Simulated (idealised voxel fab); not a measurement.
Process module under the name voxel spacer lines
The width of the displayed cross-section, cut, is 280 nm; its cells are square, with a size of 5 nm.
For the purposes of this document, a cross-section shall be understood as a grid of square cells, specified as bands listed in top-to-bottom order, each band consisting of one or more rows of cells. For a band, the entry starts with two heights in nm, that of the top and then that of the bottom, and carries on with the band's materials in order from left to right, each alongside its width in nm; the word "everywhere" beside a single material means it fills the band edge to edge, and "blank" means empty space. Basically, 0 is our baseline, since under it the wafer straight out of the box is all one material. The bottom band has no lower end and keeps on going down, so it looks like "top 0, no bottom". Per-row width for "30->40": begins at first number (top row of band), ends at second number (bottom row), increment between rows held constant. Any step labelled "everything unchanged" changed none of the cells in the cross-section. "Fully enclosed voids" contains a list of empty spaces, each no smaller than 8 cells and without an open way to the top, written in the form width x height at distance with the distance from the left edge and all three in nm. Formally, on a step line, whatever follows the settings is a remark that the simulator itself makes on the step. overlay nm, on a step with a mask: how far to the right of its planned place the mask lay; to the left if negative.

Set out below are the planned steps of the process
1: RECEIVE: material Si
2: CONFORMAL_DEP: material Al2O3, thk nm 5
3: DIRECTIONAL_DEP: material SiN, thk nm 20
4: DIRECTIONAL_DEP: material polySi, thk nm 25
5: PATTERN: tone cover, mask id MANDREL, material resist, width nm 20, pitch nm 60, thk nm 30, overlay nm 0
6: DIRECTIONAL_ETCH: etch materials polySi, depth nm 25
7: STRIP: etch materials resist
8: CONFORMAL_DEP: material SiO2, thk nm 10
9: DIRECTIONAL_ETCH: etch materials SiO2, depth nm 10
10: STRIP: etch materials polySi
11: DIRECTIONAL_ETCH: etch materials SiN, depth nm 20
12: STRIP: etch materials SiO2

Run as planned: first of two wafers

Step 1 complete: cross-section of the wafer as received
    top 0, no bottom: Si everywhere
    Fully enclosed voids: none

Step 2 complete: cross-section through the wafer
    top 5, bottom 0: Al2O3 everywhere
    Unchanged below 0.

Step 3 complete: cross-section through the wafer
    top 25, bottom 5: SiN everywhere
    Unchanged below 5.

Step 4 complete: cross-section through the wafer
    top 50, bottom 25: polySi everywhere
    Unchanged below 25.

Step 5 complete: cross-section through the wafer
    top 80, bottom 50: blank 70, then resist 20, then blank 40, then resist 20, then blank 40, then resist 20, then blank 70
    Unchanged below 50.

Step 6 complete: cross-section through the wafer
    top 80, bottom 50: blank 70, then resist 20, then blank 40, then resist 20, then blank 40, then resist 20, then blank 70
    top 50, bottom 25: blank 70, then polySi 20, then blank 40, then polySi 20, then blank 40, then polySi 20, then blank 70
    Unchanged below 25.

Step 7 complete: cross-section through the wafer
    top 50, bottom 25: blank 70, then polySi 20, then blank 40, then polySi 20, then blank 40, then polySi 20, then blank 70
    Unchanged below 25.

Step 8 complete: cross-section through the wafer
    top 60, bottom 50: blank 60, then SiO2 40, then blank 20, then SiO2 40, then blank 20, then SiO2 40, then blank 60
    top 50, bottom 35: blank 60, then SiO2 10, then polySi 20, then SiO2 10, then blank 20, then SiO2 10, then polySi 20, then SiO2 10, then blank 20, then SiO2 10, then polySi 20, then SiO2 10, then blank 60
    top 35, bottom 25: SiO2 70, then polySi 20, then SiO2 40, then polySi 20, then SiO2 40, then polySi 20, then SiO2 70
    Unchanged below 25.

Step 9 complete: cross-section through the wafer
    top 50, bottom 25: blank 60, then SiO2 10, then polySi 20, then SiO2 10, then blank 20, then SiO2 10, then polySi 20, then SiO2 10, then blank 20, then SiO2 10, then polySi 20, then SiO2 10, then blank 60
    Unchanged below 25.

Step 10 complete: cross-section through the wafer
    top 50, bottom 25: blank 60, then SiO2 10, then blank 20, then SiO2 10, then blank 20, then SiO2 10, then blank 20, then SiO2 10, then blank 20, then SiO2 10, then blank 20, then SiO2 10, then blank 60
    Unchanged below 25.

Step 11 complete: cross-section through the wafer
    top 50, bottom 25: blank 60, then SiO2 10, then blank 20, then SiO2 10, then blank 20, then SiO2 10, then blank 20, then SiO2 10, then blank 20, then SiO2 10, then blank 20, then SiO2 10, then blank 60
    top 25, bottom 5: blank 60, then SiN 10, then blank 20, then SiN 10, then blank 20, then SiN 10, then blank 20, then SiN 10, then blank 20, then SiN 10, then blank 20, then SiN 10, then blank 60
    Unchanged below 5.

Step 12 complete: cross-section through the wafer
    top 25, bottom 5: blank 60, then SiN 10, then blank 20, then SiN 10, then blank 20, then SiN 10, then blank 20, then SiN 10, then blank 20, then SiN 10, then blank 20, then SiN 10, then blank 60
    Unchanged below 5.

It is to be noted that the second wafer proceeded from the same initial state and according to the same plan as the first, although one mistake was committed in its execution; through step 9, inclusive, the two wafers share an identical history

When step 10 should have ended
    top 50, bottom 25: blank 60, then SiO2 10, then polySi 20, then SiO2 10, then blank 20, then SiO2 10, then polySi 20, then SiO2 10, then blank 20, then SiO2 10, then polySi 20, then SiO2 10, then blank 60
    top 25, bottom 5: blank 60, then SiN 40, then blank 20, then SiN 40, then blank 20, then SiN 40, then blank 60
    Unchanged below 5.

When step 11 should have ended
    top 50, bottom 25: blank 60, then SiO2 10, then blank 20, then SiO2 10, then blank 20, then SiO2 10, then blank 20, then SiO2 10, then blank 20, then SiO2 10, then blank 20, then SiO2 10, then blank 60
    Unchanged below 25.

When step 12 should have ended
    top 25, bottom 5: blank 60, then SiN 40, then blank 20, then SiN 40, then blank 20, then SiN 40, then blank 60
    Unchanged below 5.
The mistake made against the process plan was this: steps 10 and 11 were swapped
It is noted that, at the conclusion of processing, the second wafer exhibits a higher or lower cell count for certain materials relative to the first: SiN +48
